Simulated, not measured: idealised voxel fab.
The process module that follows is named voxel air gaps.
Xsec cut, 205 nm wide, square cell size 5 nm.
Notation: cross-section as square-cell grid; stated in bands, top first, going down; one or more cell rows per band. What a band's entry tells you: where the top is and where the bottom is, as heights in nm, and after that what lies inside, material by material from left to right, each with its width in nm. Empty space is written as the word "empty", and a single material marked with the word "throughout" occupies the band from edge to edge. We count height from 0. Below that, the starting wafer is all one material. The lowest band never ends at the bottom but goes on down; see "top 0, no bottom" for how that is written. So if you see something like "30->40" for the width, read it as the top row of the band sitting at the first number and the bottom row at the second, with every row in between moving by the same amount as the last. It should be understood that the words "stayed the same", when stated for a given step, signify that the cross-section underwent no change in any of its cells during that step. Look at "closed voids" for the closed voids: empty spaces with no open path to the top, sized 8 cells or up. Each is width x height at distance, distance from the left edge, all nm. Post-settings text on a step line: simulator's own remark regarding the step. What "overlay nm" on a step's line means: if the step has a mask, that mask lay this far to the right of its planned place, or, when the value is negative, to the left.

# List of planned process steps
1) RECEIVE [material Si]
2) CONFORMAL_DEP [material SiO2] [thk nm 10]
3) CONFORMAL_DEP [material SiN] [thk nm 5]
4) DIRECTIONAL_DEP [material lowk] [thk nm 35]
5) PATTERN [tone open] [mask id LINES] [material resist] [width nm 20] [pitch nm 50] [thk nm 20] [overlay nm -15]
6) DIRECTIONAL_ETCH [etch materials lowk] [depth nm 35]
7) STRIP [etch materials resist]
8) CONFORMAL_DEP [material TiN] [thk nm 5]
9) FILL_DEP [material Cu] [thk nm 10]
10) CMP [height nm 50]
11) EPI [material Ru] [thk nm 10]
12) SELECTIVE_ETCH [etch materials lowk] [depth nm 45]
13) CONFORMAL_DEP [material SiCN] [thk nm 5]
Wafers differ in overlay nm at step 5; plan lists the first wafer's value; identical starting state.

# first wafer as received, after step 1
top 0, no bottom  Si throughout
closed voids: none

# Where each wafer stands at the end of the module, a row apiece: cells of each material gained (+) or lost (-) since it was received, then closed voids
overlay nm -15; +36 Cu; +48 Ru; +119 SiCN; +41 SiN; +82 SiO2; +48 TiN; closed voids: 20 x 25 at 50; 20 x 25 at 100
overlay nm -10; +36 Cu; +48 Ru; +119 SiCN; +41 SiN; +82 SiO2; +48 TiN; closed voids: 20 x 25 at 55; 20 x 25 at 105
overlay nm -5; +36 Cu; +48 Ru; +119 SiCN; +41 SiN; +82 SiO2; +48 TiN; closed voids: 20 x 25 at 60; 20 x 25 at 110
overlay nm 0; +36 Cu; +48 Ru; +119 SiCN; +41 SiN; +82 SiO2; +48 TiN; closed voids: 20 x 25 at 65; 20 x 25 at 115
overlay nm 5; +36 Cu; +48 Ru; +119 SiCN; +41 SiN; +82 SiO2; +48 TiN; closed voids: 20 x 25 at 70; 20 x 25 at 120
overlay nm 10; +36 Cu; +48 Ru; +119 SiCN; +41 SiN; +82 SiO2; +48 TiN; closed voids: 20 x 25 at 75; 20 x 25 at 125
overlay nm 15; +36 Cu; +48 Ru; +119 SiCN; +41 SiN; +82 SiO2; +48 TiN; closed voids: 20 x 25 at 80; 20 x 25 at 130
